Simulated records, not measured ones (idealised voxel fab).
The process module that follows is named voxel self aligned vias.
Section shown: cut. Width: 280 nm. Cell size: 5 nm, square.
In this document a cross-section is written as a grid of square cells. It is given as a series of bands, listed from the top down, and a band is one or more rows of cells. A band entry consists of two parts. The first gives the height of the band's top and the height of its bottom, in nm. The rest lists the band's materials from left to right, each with its width in nm. A single material labelled with the word "full width" fills the band from edge to edge, and the word "air" marks empty space. Convention: height 0 is the level below which the wafer, as received, is all one material. The lowest band does not terminate at the bottom but continues downward, represented as "z 0 and below". The expression "30 to 40" gives the width at the extremes of the band, the first number at its top row of cells and the second at its bottom row, with the width changing by equal amounts from each row to the next in between. "nothing was modified" (step): cross-section cells unchanged, all of them. This entry, "Non-vented voids", enumerates those empty regions of no fewer than 8 cells that possess no open connection to the top. Each region is reported in the form width x height at distance, the distance being taken from the left edge, with all three quantities expressed in nm. Note: text after step settings on the step line = simulator remark on that step. "overlay nm" denotes, for a step that has a mask, the displacement of the mask to the right of its planned place, with negative values corresponding to the left.
Listed below are the process steps as planned:
1,RECEIVE, material Si
2,CONFORMAL_DEP, material SiO2, thk nm 15
3,CONFORMAL_DEP, material SiCN, thk nm 5
4,DIRECTIONAL_DEP, material SiO2, thk nm 30
5,MASKED_ETCH, tone open, mask id LINES, width nm 30, pitch nm 65, etch materials SiO2, depth nm 30, overlay nm 0
6,CONFORMAL_DEP, material TiN, thk nm 5
7,FILL_DEP, material Ru, thk nm 5
8,CMP, height nm 50
9,SELECTIVE_ETCH, etch materials W Ru TiN, depth nm 5
10,FILL_DEP, material SiN, thk nm 5
11,CMP, height nm 50
12,DIRECTIONAL_DEP, material SiO2, thk nm 15
13,MASKED_ETCH, tone open, mask id VIAS, width nm 40, pitch nm 130, etch materials SiO2, depth nm 15, overlay nm 0
14,MASKED_ETCH, tone open, mask id VIAS, width nm 40, pitch nm 130, etch materials SiN, depth nm 5, overlay nm 0
15,CONFORMAL_DEP, material TiN, thk nm 5
16,FILL_DEP, material Ru, thk nm 5
17,CMP, height nm 65
18,CONFORMAL_DEP, material SiN, thk nm 5
On the first of the two wafers: run conducted according to plan:
The cross-section here shows the wafer as received, i.e. in its state after step 1:
> z 0 and below: Si full width
> Non-vented voids: none
State of the wafer after step 2, shown in cross-section:
> z 15 to 0: SiO2 full width
> Note: structure below 0 unchanged.
State of the wafer after step 3, shown in cross-section:
> z 20 to 15: SiCN full width
> Note: structure below 15 unchanged.
State of the wafer after step 4, shown in cross-section:
> z 50 to 20: SiO2 full width
> Note: structure below 20 unchanged.
State of the wafer after step 5, shown in cross-section:
> z 50 to 20: SiO2 60 nm  air 30 nm  SiO2 35 nm  air 30 nm  SiO2 35 nm  air 30 nm  SiO2 60 nm
> Note: structure below 20 unchanged.
State of the wafer after step 6, shown in cross-section:
> z 55 to 50: TiN 65 nm  air 20 nm  TiN 45 nm  air 20 nm  TiN 45 nm  air 20 nm  TiN 65 nm
> z 50 to 25: SiO2 60 nm  TiN 5 nm  air 20 nm  TiN 5 nm  SiO2 35 nm  TiN 5 nm  air 20 nm  TiN 5 nm  SiO2 35 nm  TiN 5 nm  air 20 nm  TiN 5 nm  SiO2 60 nm
> z 25 to 20: SiO2 60 nm  TiN 30 nm  SiO2 35 nm  TiN 30 nm  SiO2 35 nm  TiN 30 nm  SiO2 60 nm
> Note: structure below 20 unchanged.
State of the wafer after step 7, shown in cross-section:
> z 60 to 55: Ru full width
> z 55 to 50: TiN 65 nm  Ru 20 nm  TiN 45 nm  Ru 20 nm  TiN 45 nm  Ru 20 nm  TiN 65 nm
> z 50 to 25: SiO2 60 nm  TiN 5 nm  Ru 20 nm  TiN 5 nm  SiO2 35 nm  TiN 5 nm  Ru 20 nm  TiN 5 nm  SiO2 35 nm  TiN 5 nm  Ru 20 nm  TiN 5 nm  SiO2 60 nm
> Note: structure below 25 unchanged.
State of the wafer after step 8, shown in cross-section:
> z 50 to 25: SiO2 60 nm  TiN 5 nm  Ru 20 nm  TiN 5 nm  SiO2 35 nm  TiN 5 nm  Ru 20 nm  TiN 5 nm  SiO2 35 nm  TiN 5 nm  Ru 20 nm  TiN 5 nm  SiO2 60 nm
> Note: structure below 25 unchanged.
State of the wafer after step 9, shown in cross-section:
> z 50 to 45: SiO2 60 nm  air 30 nm  SiO2 35 nm  air 30 nm  SiO2 35 nm  air 30 nm  SiO2 60 nm
> Note: structure below 45 unchanged.
State of the wafer after step 10, shown in cross-section:
> z 55 to 50: SiN full width
> z 50 to 45: SiO2 60 nm  SiN 30 nm  SiO2 35 nm  SiN 30 nm  SiO2 35 nm  SiN 30 nm  SiO2 60 nm
> Note: structure below 45 unchanged.
State of the wafer after step 11, shown in cross-section:
> z 50 to 45: SiO2 60 nm  SiN 30 nm  SiO2 35 nm  SiN 30 nm  SiO2 35 nm  SiN 30 nm  SiO2 60 nm
> Note: structure below 45 unchanged.
State of the wafer after step 12, shown in cross-section:
> z 65 to 50: SiO2 full width
> Note: structure below 50 unchanged.
State of the wafer after step 13, shown in cross-section:
> z 65 to 50: SiO2 55 nm  air 40 nm  SiO2 90 nm  air 40 nm  SiO2 55 nm
> Note: structure below 50 unchanged.
State of the wafer after step 14, shown in cross-section:
> z 65 to 50: SiO2 55 nm  air 40 nm  SiO2 90 nm  air 40 nm  SiO2 55 nm
> z 50 to 45: SiO2 60 nm  air 30 nm  SiO2 35 nm  SiN 30 nm  SiO2 35 nm  air 30 nm  SiO2 60 nm
> Note: structure below 45 unchanged.
State of the wafer after step 15, shown in cross-section:
> z 70 to 65: TiN 60 nm  air 30 nm  TiN 100 nm  air 30 nm  TiN 60 nm
> z 65 to 55: SiO2 55 nm  TiN 5 nm  air 30 nm  TiN 5 nm  SiO2 90 nm  TiN 5 nm  air 30 nm  TiN 5 nm  SiO2 55 nm
> z 55 to 50: SiO2 55 nm  TiN 10 nm  air 20 nm  TiN 10 nm  SiO2 90 nm  TiN 10 nm  air 20 nm  TiN 10 nm  SiO2 55 nm
> z 50 to 45: SiO2 60 nm  TiN 30 nm  SiO2 35 nm  SiN 30 nm  SiO2 35 nm  TiN 30 nm  SiO2 60 nm
> Note: structure below 45 unchanged.
State of the wafer after step 16, shown in cross-section:
> z 75 to 70: Ru full width
> z 70 to 65: TiN 60 nm  Ru 30 nm  TiN 100 nm  Ru 30 nm  TiN 60 nm
> z 65 to 55: SiO2 55 nm  TiN 5 nm  Ru 30 nm  TiN 5 nm  SiO2 90 nm  TiN 5 nm  Ru 30 nm  TiN 5 nm  SiO2 55 nm
> z 55 to 50: SiO2 55 nm  TiN 10 nm  Ru 20 nm  TiN 10 nm  SiO2 90 nm  TiN 10 nm  Ru 20 nm  TiN 10 nm  SiO2 55 nm
> Note: structure below 50 unchanged.
State of the wafer after step 17, shown in cross-section:
> z 65 to 55: SiO2 55 nm  TiN 5 nm  Ru 30 nm  TiN 5 nm  SiO2 90 nm  TiN 5 nm  Ru 30 nm  TiN 5 nm  SiO2 55 nm
> Note: structure below 55 unchanged.
State of the wafer after step 18, shown in cross-section:
> z 70 to 65: SiN full width
> Note: structure below 65 unchanged.
What follows concerns the second wafer, which started out like the first and was meant to follow the very same plan; one mistake crept in when it was run, but everything up to and including step 2 is the same as for the first wafer:
Second wafer cross-section, taken as of the time the plan sets for step 3 to be done: nothing was modified
Second wafer cross-section, taken as of the time the plan sets for step 4 to be done:
> z 45 to 0: SiO2 full width
> Note: structure below 0 unchanged.
Second wafer cross-section, taken as of the time the plan sets for step 5 to be done:
> z 45 to 15: SiO2 60 nm  air 30 nm  SiO2 35 nm  air 30 nm  SiO2 35 nm  air 30 nm  SiO2 60 nm
> Note: structure below 15 unchanged.
Second wafer cross-section, taken as of the time the plan sets for step 6 to be done:
> z 50 to 45: TiN 65 nm  air 20 nm  TiN 45 nm  air 20 nm  TiN 45 nm  air 20 nm  TiN 65 nm
> z 45 to 20: SiO2 60 nm  TiN 5 nm  air 20 nm  TiN 5 nm  SiO2 35 nm  TiN 5 nm  air 20 nm  TiN 5 nm  SiO2 35 nm  TiN 5 nm  air 20 nm  TiN 5 nm  SiO2 60 nm
> z 20 to 15: SiO2 60 nm  TiN 30 nm  SiO2 35 nm  TiN 30 nm  SiO2 35 nm  TiN 30 nm  SiO2 60 nm
> Note: structure below 15 unchanged.
Second wafer cross-section, taken as of the time the plan sets for step 7 to be done:
> z 55 to 50: Ru full width
> z 50 to 45: TiN 65 nm  Ru 20 nm  TiN 45 nm  Ru 20 nm  TiN 45 nm  Ru 20 nm  TiN 65 nm
> z 45 to 20: SiO2 60 nm  TiN 5 nm  Ru 20 nm  TiN 5 nm  SiO2 35 nm  TiN 5 nm  Ru 20 nm  TiN 5 nm  SiO2 35 nm  TiN 5 nm  Ru 20 nm  TiN 5 nm  SiO2 60 nm
> Note: structure below 20 unchanged.
Second wafer cross-section, taken as of the time the plan sets for step 8 to be done:
> z 50 to 45: TiN 65 nm  Ru 20 nm  TiN 45 nm  Ru 20 nm  TiN 45 nm  Ru 20 nm  TiN 65 nm
> Note: structure below 45 unchanged.
Second wafer cross-section, taken as of the time the plan sets for step 9 to be done:
> z 45 to 20: SiO2 60 nm  TiN 5 nm  Ru 20 nm  TiN 5 nm  SiO2 35 nm  TiN 5 nm  Ru 20 nm  TiN 5 nm  SiO2 35 nm  TiN 5 nm  Ru 20 nm  TiN 5 nm  SiO2 60 nm
> Note: structure below 20 unchanged.
Second wafer cross-section, taken as of the time the plan sets for step 10 to be done:
> z 50 to 45: SiN full width
> Note: structure below 45 unchanged.
Second wafer cross-section, taken as of the time the plan sets for step 11 to be done: nothing was modified
Second wafer cross-section, taken as of the time the plan sets for step 12 to be done:
> z 65 to 50: SiO2 full width
> Note: structure below 50 unchanged.
Second wafer cross-section, taken as of the time the plan sets for step 13 to be done:
> z 65 to 50: SiO2 55 nm  air 40 nm  SiO2 90 nm  air 40 nm  SiO2 55 nm
> Note: structure below 50 unchanged.
Second wafer cross-section, taken as of the time the plan sets for step 14 to be done:
> z 65 to 50: SiO2 55 nm  air 40 nm  SiO2 90 nm  air 40 nm  SiO2 55 nm
> z 50 to 45: SiN 55 nm  air 40 nm  SiN 90 nm  air 40 nm  SiN 55 nm
> Note: structure below 45 unchanged.
Second wafer cross-section, taken as of the time the plan sets for step 15 to be done:
> z 70 to 65: TiN 60 nm  air 30 nm  TiN 100 nm  air 30 nm  TiN 60 nm
> z 65 to 50: SiO2 55 nm  TiN 5 nm  air 30 nm  TiN 5 nm  SiO2 90 nm  TiN 5 nm  air 30 nm  TiN 5 nm  SiO2 55 nm
> z 50 to 45: SiN 55 nm  TiN 40 nm  SiN 90 nm  TiN 40 nm  SiN 55 nm
> Note: structure below 45 unchanged.
Second wafer cross-section, taken as of the time the plan sets for step 16 to be done:
> z 75 to 70: Ru full width
> z 70 to 65: TiN 60 nm  Ru 30 nm  TiN 100 nm  Ru 30 nm  TiN 60 nm
> z 65 to 50: SiO2 55 nm  TiN 5 nm  Ru 30 nm  TiN 5 nm  SiO2 90 nm  TiN 5 nm  Ru 30 nm  TiN 5 nm  SiO2 55 nm
> Note: structure below 50 unchanged.
Second wafer cross-section, taken as of the time the plan sets for step 17 to be done:
> z 65 to 50: SiO2 55 nm  TiN 5 nm  Ru 30 nm  TiN 5 nm  SiO2 90 nm  TiN 5 nm  Ru 30 nm  TiN 5 nm  SiO2 55 nm
> Note: structure below 50 unchanged.
Second wafer cross-section, taken as of the time the plan sets for step 18 to be done:
> z 70 to 65: SiN full width
> Note: structure below 65 unchanged.
Deviation noted in wafer processing: step 3 of the plan was bypassed and not carried out
Final tally in cells, some materials are higher or lower on the second wafer than on the first: +16 Ru; -56 SiCN; +34 SiN; +6 TiN
